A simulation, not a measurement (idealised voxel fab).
process module | voxel transistor to metal
cross-section cut | 290 nm wide | cells 5 nm
A cross-section is a grid of square cells, given in bands from the top down. A band is one or more rows of cells.
Each band's line starts with the height of the band's top and of its bottom, in nm. Then come its materials from left to right, each with its width in nm. One material with "throughout" fills the band from edge to edge. "air" is empty space.
Height 0 is the level under which the wafer as received is all one material. The lowest band goes on downwards, as in "0 down".
A width such as "30 to 40" changes by the same amount from each row of cells to the next, from the band's top row to its bottom row.
"no change" after a step means that no cell of the cross-section changed.
closed voids: empty space of 8 cells or more with no open way to the top, each as width x height at its distance from the left edge, in nm
after a step's settings: what the simulator itself notes on the step
overlay nm, on a step with a mask: how far to the right of its planned place the mask lay; to the left if negative
plan
1 op RECEIVE | material Si
2 op OXIDIZE | depth nm 5
3 op CONFORMAL_DEP | material SiN | thk nm 15
4 op DIRECTIONAL_DEP | material aC | thk nm 15
5 op PATTERN | tone cover | mask id ACTIVE | material resist | width nm 105 | pitch nm 125 | thk nm 30 | overlay nm 0
6 op DIRECTIONAL_ETCH | etch materials aC | depth nm 15
7 op STRIP | etch materials resist
8 op DIRECTIONAL_ETCH | etch materials SiN | depth nm 15
9 op DIRECTIONAL_ETCH | etch materials SiO2 | depth nm 5
10 op DIRECTIONAL_ETCH | etch materials Si | depth nm 25
11 op STRIP | etch materials aC
12 op OXIDIZE | depth nm 5
13 op FILL_DEP | material SiO2 | thk nm 10
14 op CMP | height nm 15
15 op SELECTIVE_ETCH | etch materials SiO2 | depth nm 15
16 op STRIP | etch materials SiN
17 op SELECTIVE_ETCH | etch materials SiO2 | depth nm 5
18 op OXIDIZE | depth nm 5
19 op DIRECTIONAL_DEP | material polySi | thk nm 20
20 op DIRECTIONAL_DEP | material SiCN | thk nm 10
21 op MASKED_ETCH | tone cover | mask id GATE | width nm 25 | pitch nm 125 | etch materials SiCN | depth nm 20 | overlay nm 0
22 op MASKED_ETCH | tone cover | mask id GATE | width nm 25 | pitch nm 125 | etch materials polySi | depth nm 30 | overlay nm 0
23 op CONFORMAL_DEP | material SiO2 | thk nm 5
24 op DIRECTIONAL_ETCH | etch materials SiO2 | depth nm 5
25 op CONFORMAL_DEP | material SiN | thk nm 10
26 op DIRECTIONAL_ETCH | etch materials SiN | depth nm 10
27 op DIRECTIONAL_ETCH | etch materials SiO2 | depth nm 5
28 op DIRECTIONAL_ETCH | etch materials Si | depth nm 15
29 op EPI | material nSi | thk nm 20
30 op FILL_DEP | material SiO2 | thk nm 10
31 op CMP | height nm 25
32 op DIRECTIONAL_DEP | material SiO2 | thk nm 15
33 op MASKED_ETCH | tone open | mask id CONTACT | width nm 20 | etch materials SiO2 | depth nm 30 | overlay nm 0
34 op CONFORMAL_DEP | material TiN | thk nm 5
35 op FILL_DEP | material Ru | thk nm 5
36 op CMP | height nm 40
37 op CONFORMAL_DEP | material SiCN | thk nm 5
38 op DIRECTIONAL_DEP | material SiO2 | thk nm 25
39 op DIRECTIONAL_DEP | material aC | thk nm 10
40 op PATTERN | tone open | mask id METAL_1 | material resist | width nm 20 | thk nm 30 | overlay nm 0
41 op DIRECTIONAL_ETCH | etch materials aC | depth nm 10
42 op STRIP | etch materials resist
43 op DIRECTIONAL_ETCH | etch materials SiO2 | depth nm 25
44 op DIRECTIONAL_ETCH | etch materials SiCN | depth nm 5
45 op STRIP | etch materials aC
46 op CONFORMAL_DEP | material TiN | thk nm 5
47 op FILL_DEP | material Cu | thk nm 10
48 op CMP | height nm 70
49 op CONFORMAL_DEP | material SiCN | thk nm 5
50 op DIRECTIONAL_DEP | material SiO2 | thk nm 25
51 op PATTERN | tone open | mask id METAL_2 | material resist | width nm 20 | pitch nm 125 | thk nm 20 | overlay nm 0
52 op DIRECTIONAL_ETCH | etch materials SiO2 | depth nm 15
53 op STRIP | etch materials resist
54 op DIRECTIONAL_DEP | material aC | thk nm 15
55 op PATTERN | tone open | mask id METAL_2_HOLES | material resist | width nm 15 | pitch nm 125 | thk nm 30 | overlay nm 0
56 op DIRECTIONAL_ETCH | etch materials aC | depth nm 15
57 op STRIP | etch materials resist
58 op DIRECTIONAL_ETCH | etch materials SiO2 | depth nm 10
59 op DIRECTIONAL_ETCH | etch materials SiCN | depth nm 5
60 op STRIP | etch materials aC
61 op CONFORMAL_DEP | material TiN | thk nm 5
62 op FILL_DEP | material Ru | thk nm 10
63 op CMP | height nm 100
64 op CONFORMAL_DEP | material SiCN | thk nm 5
as received, after step 1
  0 down: Si throughout
  closed voids: none
a wafer at the end: this start, this plan, one mistake
  105 to 100: SiCN throughout
  100 to 90: SiO2 35 | TiN 5 | Ru 10 | TiN 5 | SiO2 105 | TiN 5 | Ru 10 | TiN 5 | SiO2 110
  90 to 85: SiO2 35 | TiN 5 | Ru 5 | TiN 10 | SiO2 105 | TiN 5 | Ru 5 | TiN 10 | SiO2 110
  85 to 75: SiO2 35 | TiN 5 | Ru 5 | TiN 5 | SiO2 110 | TiN 5 | Ru 5 | TiN 5 | SiO2 115
  75 to 70: SiCN 35 | TiN 15 | SiCN 110 | TiN 15 | SiCN 115
  70 to 45: SiO2 35 | TiN 5 | Cu 10 | TiN 5 | SiO2 55 | TiN 5 | Cu 10 | TiN 5 | SiO2 30 | TiN 5 | Cu 10 | TiN 5 | SiO2 55 | TiN 5 | Cu 10 | TiN 5 | SiO2 35
  45 to 40: SiCN 35 | TiN 20 | SiCN 55 | TiN 20 | SiCN 30 | TiN 20 | SiCN 55 | TiN 20 | SiCN 35
  40 to 25: SiO2 35 | TiN 5 | Ru 10 | TiN 5 | SiO2 55 | TiN 5 | Ru 10 | TiN 5 | SiO2 30 | TiN 5 | Ru 10 | TiN 5 | SiO2 55 | TiN 5 | Ru 10 | TiN 5 | SiO2 35
  25 to 15: SiO2 35 | TiN 5 | Ru 10 | TiN 5 | SiO2 15 | SiCN 25 | SiO2 15 | TiN 5 | Ru 10 | TiN 5 | SiO2 30 | TiN 5 | Ru 10 | TiN 5 | SiO2 15 | SiCN 25 | SiO2 15 | TiN 5 | Ru 10 | TiN 5 | SiO2 35
  15 to 10: SiO2 35 | TiN 20 | SiO2 15 | polySi 25 | SiO2 15 | TiN 20 | SiO2 30 | TiN 20 | SiO2 15 | polySi 25 | SiO2 15 | TiN 20 | SiO2 35
  10 to -5: SiO2 45 | nSi 20 | SiO2 5 | polySi 25 | SiO2 5 | nSi 20 | SiO2 50 | nSi 20 | SiO2 5 | polySi 25 | SiO2 5 | nSi 20 | SiO2 45
  -5 to -10: SiO2 30 | nSi 35 | SiO2 35 | nSi 35 | SiO2 20 | nSi 35 | SiO2 35 | nSi 35 | SiO2 30
  -10 to -25: SiO2 35 | nSi 30 | Si 35 | nSi 30 | SiO2 30 | nSi 30 | Si 35 | nSi 30 | SiO2 35
  -25 to -35: SiO2 35 | Si 95 | SiO2 30 | Si 95 | SiO2 35
  -35 down: Si throughout
  closed voids: none
what went wrong: step 25 was left out
